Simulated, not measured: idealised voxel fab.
Module name: voxel wiring stack (process module)
280 nm wide, 5 nm square cells: that's cross-section cut.
For the purposes of this document, a cross-section shall be understood as a grid of square cells, specified as bands listed in top-to-bottom order, each band consisting of one or more rows of cells. Read a band's entry like this: the first values are the height of its top and the height of its bottom in nm, and what follows is the sequence of materials from left to right, each with its width in nm. Note that "blank" is empty space, and that a single material marked "edge to edge" reaches across the band from edge to edge. Convention: height 0 is the level below which the wafer, as received, is all one material. The lowest band does not terminate at the bottom but continues downward, represented as "0 down". Per-row width for "30..40": begins at first number (top row of band), ends at second number (bottom row), increment between rows held constant. Key: "identical to before" - step with no changed cell in the cross-section. Entry "Trapped voids". Content: empty spaces with no open connection to the top, size 8 cells or greater. Each: width x height at distance. Distance: from left edge. Unit: nm. Step line, after settings: the simulator's comment on this step. overlay nm: step with mask; distance mask lay right of planned place; negative value = left of planned place.
### These are the steps we planned for the process
- 1: RECEIVE: material Si
- 2: CONFORMAL_DEP: material SiO2, thk nm 10
- 3: DIRECTIONAL_DEP: material TiN, thk nm 5
- 4: DIRECTIONAL_DEP: material W, thk nm 15
- 5: MASKED_ETCH: tone cover, mask id METAL_1, width nm 25, pitch nm 40, etch materials W, depth nm 15, overlay nm 0
- 6: MASKED_ETCH: tone cover, mask id METAL_1, width nm 25, pitch nm 40, etch materials TiN, depth nm 5, overlay nm 0
- 7: CONFORMAL_DEP: material SiCN, thk nm 5
- 8: FILL_DEP: material SiO2, thk nm 5
- 9: CMP: height nm 30
- 10: CONFORMAL_DEP: material SiCN, thk nm 5
- 11: DIRECTIONAL_DEP: material SiO2, thk nm 20
- 12: DIRECTIONAL_DEP: material aC, thk nm 15
- 13: PATTERN: tone open, mask id PLUG_1, material resist, width nm 15, pitch nm 40, thk nm 35, overlay nm 0
- 14: DIRECTIONAL_ETCH: etch materials aC, depth nm 15
- 15: STRIP: etch materials resist
- 16: DIRECTIONAL_ETCH: etch materials SiO2, depth nm 20
- 17: DIRECTIONAL_ETCH: etch materials SiCN, depth nm 5
- 18: STRIP: etch materials aC
- 19: CONFORMAL_DEP: material TiN, thk nm 5
- 20: FILL_DEP: material Cu, thk nm 5
- 21: CMP: height nm 55
- 22: DIRECTIONAL_DEP: material TiN, thk nm 5
- 23: DIRECTIONAL_DEP: material W, thk nm 15
- 24: DIRECTIONAL_DEP: material aC, thk nm 15
- 25: PATTERN: tone cover, mask id METAL_2, material resist, width nm 25, pitch nm 40, thk nm 35, overlay nm 0
- 26: DIRECTIONAL_ETCH: etch materials aC, depth nm 15
- 27: STRIP: etch materials resist
- 28: DIRECTIONAL_ETCH: etch materials W, depth nm 15
- 29: DIRECTIONAL_ETCH: etch materials TiN, depth nm 5
- 30: STRIP: etch materials aC
- 31: CONFORMAL_DEP: material SiN, thk nm 5
- 32: FILL_DEP: material SiO2, thk nm 5
- 33: CMP: height nm 75
- 34: CONFORMAL_DEP: material SiCN, thk nm 5
- 35: DIRECTIONAL_DEP: material lowk, thk nm 30
- 36: MASKED_ETCH: tone open, mask id METAL_3, width nm 25, pitch nm 40, etch materials lowk, depth nm 20, overlay nm 0
- 37: DIRECTIONAL_DEP: material aC, thk nm 15
- 38: PATTERN: tone open, mask id METAL_3_HOLES, material resist, width nm 15, pitch nm 40, thk nm 35, overlay nm 0
- 39: DIRECTIONAL_ETCH: etch materials aC, depth nm 15
- 40: STRIP: etch materials resist
- 41: DIRECTIONAL_ETCH: etch materials lowk, depth nm 10
- 42: DIRECTIONAL_ETCH: etch materials SiCN, depth nm 5
- 43: STRIP: etch materials aC
- 44: CONFORMAL_DEP: material TiN, thk nm 5
- 45: FILL_DEP: material Cu, thk nm 10
- 46: CMP: height nm 100
- 47: CONFORMAL_DEP: material SiCN, thk nm 5
- 48: DIRECTIONAL_DEP: material SiO2, thk nm 15
- 49: DIRECTIONAL_DEP: material aC, thk nm 15
- 50: PATTERN: tone open, mask id PLUG_3, material resist, width nm 15, thk nm 30, overlay nm 0
- 51: DIRECTIONAL_ETCH: etch materials aC, depth nm 15
- 52: STRIP: etch materials resist
- 53: DIRECTIONAL_ETCH: etch materials SiO2, depth nm 15
- 54: DIRECTIONAL_ETCH: etch materials SiCN, depth nm 5
- 55: STRIP: etch materials aC
- 56: CONFORMAL_DEP: material TiN, thk nm 5
- 57: FILL_DEP: material Ru, thk nm 5
- 58: CMP: height nm 130
- 59: DIRECTIONAL_DEP: material TiN, thk nm 5
- 60: DIRECTIONAL_DEP: material Ru, thk nm 25
- 61: DIRECTIONAL_DEP: material aC, thk nm 10
- 62: PATTERN: tone cover, mask id METAL_4, material resist, width nm 25, pitch nm 40, thk nm 25, overlay nm 0
- 63: DIRECTIONAL_ETCH: etch materials aC, depth nm 10
- 64: STRIP: etch materials resist
- 65: DIRECTIONAL_ETCH: etch materials Ru, depth nm 25
- 66: DIRECTIONAL_ETCH: etch materials TiN, depth nm 5
- 67: STRIP: etch materials aC
- 68: CONFORMAL_DEP: material SiN, thk nm 5
- 69: FILL_DEP: material lowk, thk nm 10
- 70: CMP: height nm 160
- 71: CONFORMAL_DEP: material SiCN, thk nm 5
The height nm used in step 46 is not the same on every wafer, whereas the starting condition is; the value printed in the plan is the first wafer's.
### As-received state after step 1, first of several wafers, cross-section
	0 down = Si edge to edge
	Trapped voids: none
### End of module, by wafer: material-by-material cell gain (+) or loss (-) since receipt, then closed voids
height nm 100, +20 Cu, +110 Ru, +267 SiCN, +124 SiN, +723 SiO2, +142 TiN, +60 W, +402 lowk, Trapped voids: none
height nm 105, +26 Cu, +54 Ru, +267 SiCN, +124 SiN, +723 SiO2, +146 TiN, +60 W, +448 lowk, Trapped voids: none
height nm 110, +32 Cu, +53 Ru, +267 SiCN, +124 SiN, +723 SiO2, +95 TiN, +60 W, +494 lowk, Trapped voids: none
height nm 115, +38 Cu, +52 Ru, +267 SiCN, +124 SiN, +670 SiO2, +143 TiN, +60 W, +494 lowk, Trapped voids: none
height nm 120, +94 Cu, +51 Ru, +267 SiCN, +124 SiN, +617 SiO2, +141 TiN, +60 W, +494 lowk, Trapped voids: none
height nm 125, +150 Cu, +50 Ru, +267 SiCN, +124 SiN, +564 SiO2, +139 TiN, +60 W, +494 lowk, Trapped voids: none
